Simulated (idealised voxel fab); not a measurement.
Presented below is a process module, voxel gate over fins.
It is cross-section cut that appears here, measuring 245 nm in width, its square cells being 5 nm in size.
A cross-section is written here as square cells arranged in a grid, and it is given in bands from the top down, each band taking up one or more rows of cells.
First you get the band's top height and its bottom height, in nm, and then the materials it's made of, left to right, with each width in nm. If you see a single material with "throughout", that one covers the band edge to edge. "empty" is empty space.
Heights from 0 (as-received wafer is one material below). Bottom band endless downward, as "top 0, no bottom".
Top row gets the first number, bottom row gets the second, and each row in between changes by the same step: that is how a band width like "30->40" works.
Step marked "no modifications"? Then no cell in the cross-section changed in it.
"Entrapped voids" specifies each empty space that is not open to the top and that occupies no fewer than 8 cells, using the form width x height at distance, the distance measured from the left edge and all three quantities in nm.
Post-settings text on a step line: simulator's own remark regarding the step.
"overlay nm" denotes, for a step that has a mask, the displacement of the mask to the right of its planned place, with negative values corresponding to the left.
PROCESS STEPS (PLANNED)
- 1: RECEIVE (material Si)
- 2: CONFORMAL_DEP (material SiN; thk nm 10)
- 3: DIRECTIONAL_DEP (material aC; thk nm 10)
- 4: PATTERN (tone cover; mask id FINS; material resist; width nm 15; pitch nm 45; thk nm 30; overlay nm 0)
- 5: DIRECTIONAL_ETCH (etch materials aC; depth nm 10)
- 6: STRIP (etch materials resist)
- 7: DIRECTIONAL_ETCH (etch materials SiN; depth nm 10)
- 8: DIRECTIONAL_ETCH (etch materials Si; depth nm 30)
- 9: STRIP (etch materials aC)
- 10: FILL_DEP (material SiO2; thk nm 10)
- 11: CMP (height nm 10)
- 12: SELECTIVE_ETCH (etch materials SiO2; depth nm 20)
- 13: STRIP (etch materials SiN)
- 14: CONFORMAL_DEP (material HfO2; thk nm 5)
- 15: CONFORMAL_DEP (material TiN; thk nm 5)
- 16: FILL_DEP (material W; thk nm 10)
- 17: CMP (height nm 15)
- 18: CONFORMAL_DEP (material SiCN; thk nm 5)
CROSS-SECTION, INCOMING MATERIAL, AFTER STEP 1
	top 0, no bottom | Si throughout
	Entrapped voids: none
END-OF-MODULE CROSS-SECTION OF THE FIRST OF TWO WAFERS, PROCESSED AS PLANNED
	top 20, bottom 15 | SiCN throughout
	top 15, bottom 10 | W throughout
	top 10, bottom 5 | W (80) | TiN (35) | W (10) | TiN (35) | W (85)
	top 5, bottom 0 | W (80) | TiN (5) | HfO2 (25) | TiN (5) | W (10) | TiN (5) | HfO2 (25) | TiN (5) | W (85)
	top 0, bottom -5 | TiN (85) | HfO2 (5) | Si (15) | HfO2 (5) | TiN (20) | HfO2 (5) | Si (15) | HfO2 (5) | TiN (90)
	top -5, bottom -10 | HfO2 (90) | Si (15) | HfO2 (30) | Si (15) | HfO2 (95)
	top -10, bottom -30 | SiO2 (90) | Si (15) | SiO2 (30) | Si (15) | SiO2 (95)
	top -30, no bottom | Si throughout
	Entrapped voids: none
END-OF-MODULE CROSS-SECTION OF THE SECOND WAFER: IDENTICAL STARTING POINT AND PROCESS PLAN TO THE FIRST, WITH ONE PROCESSING MISTAKE
	top 20, bottom 15 | SiCN throughout
	top 15, bottom 5 | W throughout
	top 5, bottom 0 | W (85) | TiN (25) | W (20) | TiN (25) | W (90)
	top 0, bottom -5 | W (85) | TiN (5) | Si (15) | TiN (5) | W (20) | TiN (5) | Si (15) | TiN (5) | W (90)
	top -5, bottom -10 | TiN (90) | Si (15) | TiN (30) | Si (15) | TiN (95)
	top -10, bottom -30 | SiO2 (90) | Si (15) | SiO2 (30) | Si (15) | SiO2 (95)
	top -30, no bottom | Si throughout
	Entrapped voids: none
What broke from the plan during processing? step 14 was left out
Wrapping up, a cell-based count of both wafers puts the second over or under the first for these materials: -57 HfO2 | +57 W
